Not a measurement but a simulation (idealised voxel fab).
The process module presented herein is designated voxel gate over fins.
Each square cell in cross-section cut measures 5 nm, and the section as a whole is 185 nm wide.
Cross-sections here: square-cell grids, written as top-down lists of bands, a band being one or more rows of cells.
Per band: top height and bottom height in nm, followed by the left-to-right materials and their widths in nm; "all across" marks a single material spanning edge to edge, "air" marks empty space.
Zero point of the height axis is 0; under it, received wafer = one material. Lowest band: continues down indefinitely, "from 0 down".
Graded width ("30->40"): value in top row of band = first number; value in bottom row = second number; row-to-row change constant.
Any step labelled "identical to before" changed none of the cells in the cross-section.
In the "Voids, sealed" entry, you get each enclosed empty space of 8 cells or more, one with no open way to the top, written width x height at distance, distance from the left edge, in nm.
Step line, after settings: the simulator's comment on this step.
The setting "overlay nm" may be written on the line of a step. When the step uses a mask, the value reports how far to the right of the planned place the mask lay, and a negative value reports that it lay to the left.
# Process steps foreseen in the plan
step 1: op RECEIVE | material Si
step 2: op CONFORMAL_DEP | material SiN | thk nm 5
step 3: op DIRECTIONAL_DEP | material aC | thk nm 10
step 4: op PATTERN | tone cover | mask id FINS | material resist | width nm 15 | pitch nm 60 | thk nm 25 | overlay nm 0
step 5: op DIRECTIONAL_ETCH | etch materials aC | depth nm 10
step 6: op STRIP | etch materials resist
step 7: op DIRECTIONAL_ETCH | etch materials SiN | depth nm 5
step 8: op DIRECTIONAL_ETCH | etch materials Si | depth nm 40
step 9: op STRIP | etch materials aC
step 10: op FILL_DEP | material SiO2 | thk nm 10
step 11: op CMP | height nm 5
step 12: op PATTERN | tone open | mask id RAIL | material resist | width nm 15 | thk nm 20 | overlay nm 0
step 13: op DIRECTIONAL_ETCH | etch materials SiO2 | depth nm 40
step 14: op STRIP | etch materials resist
step 15: op CONFORMAL_DEP | material TiN | thk nm 5
step 16: op FILL_DEP | material Ru | thk nm 5
step 17: op CMP | height nm 5
step 18: op SELECTIVE_ETCH | etch materials W Ru TiN | depth nm 30
step 19: op FILL_DEP | material SiO2 | thk nm 5
step 20: op CMP | height nm 5
step 21: op SELECTIVE_ETCH | etch materials SiO2 | depth nm 20
step 22: op STRIP | etch materials SiN
step 23: op CONFORMAL_DEP | material HfO2 | thk nm 5
step 24: op CONFORMAL_DEP | material TiN | thk nm 5
step 25: op FILL_DEP | material W | thk nm 15
step 26: op CMP | height nm 20
step 27: op CONFORMAL_DEP | material SiN | thk nm 10
# What follows covers the first of two wafers; it ran as planned
# Incoming wafer in cross-section (state: after step 1)
  from 0 down = Si all across
  Voids, sealed: none
# Wafer section view after processing step 2
  from 5 to 0 = SiN all across
  Nothing below the height 0 has changed.
# Wafer section view after processing step 3
  from 15 to 5 = aC all across
  Nothing below the height 5 has changed.
# Wafer section view after processing step 4
  from 40 to 15 = air=55; resist=15; air=45; resist=15; air=55
  Nothing below the height 15 has changed.
# Wafer section view after processing step 5
  from 30 to 15 = air=55; resist=15; air=45; resist=15; air=55
  from 15 to 5 = air=55; aC=15; air=45; aC=15; air=55
  Nothing below the height 5 has changed.
# Wafer section view after processing step 6
  from 15 to 5 = air=55; aC=15; air=45; aC=15; air=55
  Nothing below the height 5 has changed.
# Wafer section view after processing step 7
  from 15 to 5 = air=55; aC=15; air=45; aC=15; air=55
  from 5 to 0 = air=55; SiN=15; air=45; SiN=15; air=55
  Nothing below the height 0 has changed.
# Wafer section view after processing step 8
  from 15 to 5 = air=55; aC=15; air=45; aC=15; air=55
  from 5 to 0 = air=55; SiN=15; air=45; SiN=15; air=55
  from 0 to -40 = air=55; Si=15; air=45; Si=15; air=55
  Nothing below the height -40 has changed.
# Wafer section view after processing step 9
  from 5 to 0 = air=55; SiN=15; air=45; SiN=15; air=55
  Nothing below the height 0 has changed.
# Wafer section view after processing step 10
  from 15 to 5 = SiO2 all across
  from 5 to 0 = SiO2=55; SiN=15; SiO2=45; SiN=15; SiO2=55
  from 0 to -40 = SiO2=55; Si=15; SiO2=45; Si=15; SiO2=55
  Nothing below the height -40 has changed.
# Wafer section view after processing step 11
  from 5 to 0 = SiO2=55; SiN=15; SiO2=45; SiN=15; SiO2=55
  Nothing below the height 0 has changed.
# Wafer section view after processing step 12
  from 25 to 5 = resist=85; air=15; resist=85
  Nothing below the height 5 has changed.
# Wafer section view after processing step 13
  from 25 to 5 = resist=85; air=15; resist=85
  from 5 to 0 = SiO2=55; SiN=15; SiO2=15; air=15; SiO2=15; SiN=15; SiO2=55
  from 0 to -35 = SiO2=55; Si=15; SiO2=15; air=15; SiO2=15; Si=15; SiO2=55
  Nothing below the height -35 has changed.
# Wafer section view after processing step 14
  from 5 to 0 = SiO2=55; SiN=15; SiO2=15; air=15; SiO2=15; SiN=15; SiO2=55
  Nothing below the height 0 has changed.
# Wafer section view after processing step 15
  from 10 to 5 = TiN=90; air=5; TiN=90
  from 5 to 0 = SiO2=55; SiN=15; SiO2=15; TiN=5; air=5; TiN=5; SiO2=15; SiN=15; SiO2=55
  from 0 to -30 = SiO2=55; Si=15; SiO2=15; TiN=5; air=5; TiN=5; SiO2=15; Si=15; SiO2=55
  from -30 to -35 = SiO2=55; Si=15; SiO2=15; TiN=15; SiO2=15; Si=15; SiO2=55
  Nothing below the height -35 has changed.
# Wafer section view after processing step 16
  from 15 to 10 = Ru all across
  from 10 to 5 = TiN=90; Ru=5; TiN=90
  from 5 to 0 = SiO2=55; SiN=15; SiO2=15; TiN=5; Ru=5; TiN=5; SiO2=15; SiN=15; SiO2=55
  from 0 to -30 = SiO2=55; Si=15; SiO2=15; TiN=5; Ru=5; TiN=5; SiO2=15; Si=15; SiO2=55
  Nothing below the height -30 has changed.
# Wafer section view after processing step 17
  from 5 to 0 = SiO2=55; SiN=15; SiO2=15; TiN=5; Ru=5; TiN=5; SiO2=15; SiN=15; SiO2=55
  Nothing below the height 0 has changed.
# Wafer section view after processing step 18
  from 5 to 0 = SiO2=55; SiN=15; SiO2=15; air=15; SiO2=15; SiN=15; SiO2=55
  from 0 to -25 = SiO2=55; Si=15; SiO2=15; air=15; SiO2=15; Si=15; SiO2=55
  Nothing below the height -25 has changed.
# Wafer section view after processing step 19
  from 10 to 5 = SiO2 all across
  from 5 to 0 = SiO2=55; SiN=15; SiO2=45; SiN=15; SiO2=55
  from 0 to -25 = SiO2=55; Si=15; SiO2=45; Si=15; SiO2=55
  Nothing below the height -25 has changed.
# Wafer section view after processing step 20
  from 5 to 0 = SiO2=55; SiN=15; SiO2=45; SiN=15; SiO2=55
  Nothing below the height 0 has changed.
# Wafer section view after processing step 21
  from 5 to 0 = air=55; SiN=15; air=45; SiN=15; air=55
  from 0 to -15 = air=55; Si=15; air=45; Si=15; air=55
  Nothing below the height -15 has changed.
# Wafer section view after processing step 22
  from 0 to -15 = air=55; Si=15; air=45; Si=15; air=55
  Nothing below the height -15 has changed.
# Wafer section view after processing step 23
  from 5 to 0 = air=50; HfO2=25; air=35; HfO2=25; air=50
  from 0 to -10 = air=50; HfO2=5; Si=15; HfO2=5; air=35; HfO2=5; Si=15; HfO2=5; air=50
  from -10 to -15 = HfO2=55; Si=15; HfO2=45; Si=15; HfO2=55
  Nothing below the height -15 has changed.
# Wafer section view after processing step 24
  from 10 to 5 = air=45; TiN=35; air=25; TiN=35; air=45
  from 5 to 0 = air=45; TiN=5; HfO2=25; TiN=5; air=25; TiN=5; HfO2=25; TiN=5; air=45
  from 0 to -5 = air=45; TiN=5; HfO2=5; Si=15; HfO2=5; TiN=5; air=25; TiN=5; HfO2=5; Si=15; HfO2=5; TiN=5; air=45
  from -5 to -10 = TiN=50; HfO2=5; Si=15; HfO2=5; TiN=35; HfO2=5; Si=15; HfO2=5; TiN=50
  Nothing below the height -10 has changed.
# Wafer section view after processing step 25
  from 25 to 10 = W all across
  from 10 to 5 = W=45; TiN=35; W=25; TiN=35; W=45
  from 5 to 0 = W=45; TiN=5; HfO2=25; TiN=5; W=25; TiN=5; HfO2=25; TiN=5; W=45
  from 0 to -5 = W=45; TiN=5; HfO2=5; Si=15; HfO2=5; TiN=5; W=25; TiN=5; HfO2=5; Si=15; HfO2=5; TiN=5; W=45
  Nothing below the height -5 has changed.
# Wafer section view after processing step 26
  from 20 to 10 = W all across
  Nothing below the height 10 has changed.
# Wafer section view after processing step 27
  from 30 to 20 = SiN all across
  Nothing below the height 20 has changed.
# Second Wafer (Identical Start and Plan, One Processing Error; Matches First Wafer Through Step 3)
# Here is the second wafer in cross-section at the point where step 4 of the plan should have been done
  from 40 to 15 = air=60; resist=15; air=45; resist=15; air=50
  Nothing below the height 15 has changed.
# Here is the second wafer in cross-section at the point where step 5 of the plan should have been done
  from 30 to 15 = air=60; resist=15; air=45; resist=15; air=50
  from 15 to 5 = air=60; aC=15; air=45; aC=15; air=50
  Nothing below the height 5 has changed.
# Here is the second wafer in cross-section at the point where step 6 of the plan should have been done
  from 15 to 5 = air=60; aC=15; air=45; aC=15; air=50
  Nothing below the height 5 has changed.
# Here is the second wafer in cross-section at the point where step 7 of the plan should have been done
  from 15 to 5 = air=60; aC=15; air=45; aC=15; air=50
  from 5 to 0 = air=60; SiN=15; air=45; SiN=15; air=50
  Nothing below the height 0 has changed.
# Here is the second wafer in cross-section at the point where step 8 of the plan should have been done
  from 15 to 5 = air=60; aC=15; air=45; aC=15; air=50
  from 5 to 0 = air=60; SiN=15; air=45; SiN=15; air=50
  from 0 to -40 = air=60; Si=15; air=45; Si=15; air=50
  Nothing below the height -40 has changed.
# Here is the second wafer in cross-section at the point where step 9 of the plan should have been done
  from 5 to 0 = air=60; SiN=15; air=45; SiN=15; air=50
  Nothing below the height 0 has changed.
# Here is the second wafer in cross-section at the point where step 10 of the plan should have been done
  from 15 to 5 = SiO2 all across
  from 5 to 0 = SiO2=60; SiN=15; SiO2=45; SiN=15; SiO2=50
  from 0 to -40 = SiO2=60; Si=15; SiO2=45; Si=15; SiO2=50
  Nothing below the height -40 has changed.
# Here is the second wafer in cross-section at the point where step 11 of the plan should have been done
  from 5 to 0 = SiO2=60; SiN=15; SiO2=45; SiN=15; SiO2=50
  Nothing below the height 0 has changed.
# Here is the second wafer in cross-section at the point where step 12 of the plan should have been done
  from 25 to 5 = resist=85; air=15; resist=85
  Nothing below the height 5 has changed.
# Here is the second wafer in cross-section at the point where step 13 of the plan should have been done
  from 25 to 5 = resist=85; air=15; resist=85
  from 5 to 0 = SiO2=60; SiN=15; SiO2=10; air=15; SiO2=20; SiN=15; SiO2=50
  from 0 to -35 = SiO2=60; Si=15; SiO2=10; air=15; SiO2=20; Si=15; SiO2=50
  Nothing below the height -35 has changed.
# Here is the second wafer in cross-section at the point where step 14 of the plan should have been done
  from 5 to 0 = SiO2=60; SiN=15; SiO2=10; air=15; SiO2=20; SiN=15; SiO2=50
  Nothing below the height 0 has changed.
# Here is the second wafer in cross-section at the point where step 15 of the plan should have been done
  from 10 to 5 = TiN=90; air=5; TiN=90
  from 5 to 0 = SiO2=60; SiN=15; SiO2=10; TiN=5; air=5; TiN=5; SiO2=20; SiN=15; SiO2=50
  from 0 to -30 = SiO2=60; Si=15; SiO2=10; TiN=5; air=5; TiN=5; SiO2=20; Si=15; SiO2=50
  from -30 to -35 = SiO2=60; Si=15; SiO2=10; TiN=15; SiO2=20; Si=15; SiO2=50
  Nothing below the height -35 has changed.
# Here is the second wafer in cross-section at the point where step 16 of the plan should have been done
  from 15 to 10 = Ru all across
  from 10 to 5 = TiN=90; Ru=5; TiN=90
  from 5 to 0 = SiO2=60; SiN=15; SiO2=10; TiN=5; Ru=5; TiN=5; SiO2=20; SiN=15; SiO2=50
  from 0 to -30 = SiO2=60; Si=15; SiO2=10; TiN=5; Ru=5; TiN=5; SiO2=20; Si=15; SiO2=50
  Nothing below the height -30 has changed.
# Here is the second wafer in cross-section at the point where step 17 of the plan should have been done
  from 5 to 0 = SiO2=60; SiN=15; SiO2=10; TiN=5; Ru=5; TiN=5; SiO2=20; SiN=15; SiO2=50
  Nothing below the height 0 has changed.
# Here is the second wafer in cross-section at the point where step 18 of the plan should have been done
  from 5 to 0 = SiO2=60; SiN=15; SiO2=10; air=15; SiO2=20; SiN=15; SiO2=50
  from 0 to -25 = SiO2=60; Si=15; SiO2=10; air=15; SiO2=20; Si=15; SiO2=50
  Nothing below the height -25 has changed.
# Here is the second wafer in cross-section at the point where step 19 of the plan should have been done
  from 10 to 5 = SiO2 all across
  from 5 to 0 = SiO2=60; SiN=15; SiO2=45; SiN=15; SiO2=50
  from 0 to -25 = SiO2=60; Si=15; SiO2=45; Si=15; SiO2=50
  Nothing below the height -25 has changed.
# Here is the second wafer in cross-section at the point where step 20 of the plan should have been done
  from 5 to 0 = SiO2=60; SiN=15; SiO2=45; SiN=15; SiO2=50
  Nothing below the height 0 has changed.
# Here is the second wafer in cross-section at the point where step 21 of the plan should have been done
  from 5 to 0 = air=60; SiN=15; air=45; SiN=15; air=50
  from 0 to -15 = air=60; Si=15; air=45; Si=15; air=50
  Nothing below the height -15 has changed.
# Here is the second wafer in cross-section at the point where step 22 of the plan should have been done
  from 0 to -15 = air=60; Si=15; air=45; Si=15; air=50
  Nothing below the height -15 has changed.
# Here is the second wafer in cross-section at the point where step 23 of the plan should have been done
  from 5 to 0 = air=55; HfO2=25; air=35; HfO2=25; air=45
  from 0 to -10 = air=55; HfO2=5; Si=15; HfO2=5; air=35; HfO2=5; Si=15; HfO2=5; air=45
  from -10 to -15 = HfO2=60; Si=15; HfO2=45; Si=15; HfO2=50
  Nothing below the height -15 has changed.
# Here is the second wafer in cross-section at the point where step 24 of the plan should have been done
  from 10 to 5 = air=50; TiN=35; air=25; TiN=35; air=40
  from 5 to 0 = air=50; TiN=5; HfO2=25; TiN=5; air=25; TiN=5; HfO2=25; TiN=5; air=40
  from 0 to -5 = air=50; TiN=5; HfO2=5; Si=15; HfO2=5; TiN=5; air=25; TiN=5; HfO2=5; Si=15; HfO2=5; TiN=5; air=40
  from -5 to -10 = TiN=55; HfO2=5; Si=15; HfO2=5; TiN=35; HfO2=5; Si=15; HfO2=5; TiN=45
  Nothing below the height -10 has changed.
# Here is the second wafer in cross-section at the point where step 25 of the plan should have been done
  from 25 to 10 = W all across
  from 10 to 5 = W=50; TiN=35; W=25; TiN=35; W=40
  from 5 to 0 = W=50; TiN=5; HfO2=25; TiN=5; W=25; TiN=5; HfO2=25; TiN=5; W=40
  from 0 to -5 = W=50; TiN=5; HfO2=5; Si=15; HfO2=5; TiN=5; W=25; TiN=5; HfO2=5; Si=15; HfO2=5; TiN=5; W=40
  Nothing below the height -5 has changed.
# Here is the second wafer in cross-section at the point where step 26 of the plan should have been done
  from 20 to 10 = W all across
  Nothing below the height 10 has changed.
# Here is the second wafer in cross-section at the point where step 27 of the plan should have been done
  from 30 to 20 = SiN all across
  Nothing below the height 20 has changed.
Deviation noted in wafer processing: step 4 did not use the planned setting and instead ran as op PATTERN | tone cover | mask id FINS | material resist | width nm 15 | pitch nm 60 | thk nm 25 | overlay nm 5
Both wafers, final: cells per material equal; arrangement not.
